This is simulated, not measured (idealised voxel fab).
Module name: voxel spacer lines (process module)
Pictured: cross-section cut, 225 nm wide, on a grid of 5 nm square cells.
Cross-section spec: square-cell grid; bands listed top down; each band is one or more rows. Look at the band entry: it leads with the top's height and the bottom's height in nm. Then it lists the materials left to right, with a width in nm for each. The word "throughout" on a single material says that material fills the band edge to edge. The word "air" is empty space. Beneath 0, the wafer as received is one material, and that level is where height counting begins. The lowest band goes on downward without a bottom; it is written like "0 nm and below". Width spec "30 to 40" -> top row of cells at first value, bottom row at second value, equal per-row change in between. Given "remained the same" for a step, no cell of the cross-section differs between before and after that step. "Closed void roster" means: voids of 8 cells or more that are shut off from the top with no open way through. Written width x height at distance, distance from the left edge, in nm. Where a step's line continues beyond its settings, the continuation is a remark by the simulator itself on that step. On any step carrying a mask, the "overlay nm" setting, if present on the step's line, tells how far right of its planned place the mask lay; negative values point to the left.

Steps in the process plan
step 1: RECEIVE (material Si)
step 2: CONFORMAL_DEP (material Al2O3; thk nm 10)
step 3: DIRECTIONAL_DEP (material TiN; thk nm 10)
step 4: DIRECTIONAL_DEP (material polySi; thk nm 30)
step 5: PATTERN (tone cover; mask id MANDREL; material resist; width nm 25; pitch nm 70; thk nm 40; overlay nm 0)
step 6: DIRECTIONAL_ETCH (etch materials polySi; depth nm 30)
step 7: STRIP (etch materials resist)
step 8: CONFORMAL_DEP (material SiO2; thk nm 10)
step 9: DIRECTIONAL_ETCH (etch materials SiO2; depth nm 10)
step 10: STRIP (etch materials polySi)
step 11: DIRECTIONAL_ETCH (etch materials TiN; depth nm 10)
step 12: STRIP (etch materials SiO2)

Here's what the wafer looked like in cross-section when it arrived - that's after step 1
  0 nm and below = Si throughout
  Closed void roster: none

Here's the cross-section of the first of our two wafers at the end of the module - it ran as planned
  20 nm to 10 nm = air 20  TiN 10  air 25  TiN 10  air 25  TiN 10  air 25  TiN 10  air 25  TiN 10  air 25  TiN 10  air 20
  10 nm to 0 nm = Al2O3 throughout
  0 nm and below = Si throughout
  Closed void roster: none

This cross-section belongs to the second wafer of two at the end of the module; the start and the plan were shared with the first, and the run included one mistake
  10 nm to 0 nm = air 20  TiN 10  air 25  TiN 10  air 25  TiN 10  air 25  TiN 10  air 25  TiN 10  air 25  TiN 10  air 20
  0 nm and below = Si throughout
  Closed void roster: none
The plan and the run diverged here: step 2 of the plan never got run, it was skipped over
Upon completion, the second wafer contains, in terms of cells, a greater or smaller amount of certain materials than the first wafer: 90 fewer of Al2O3
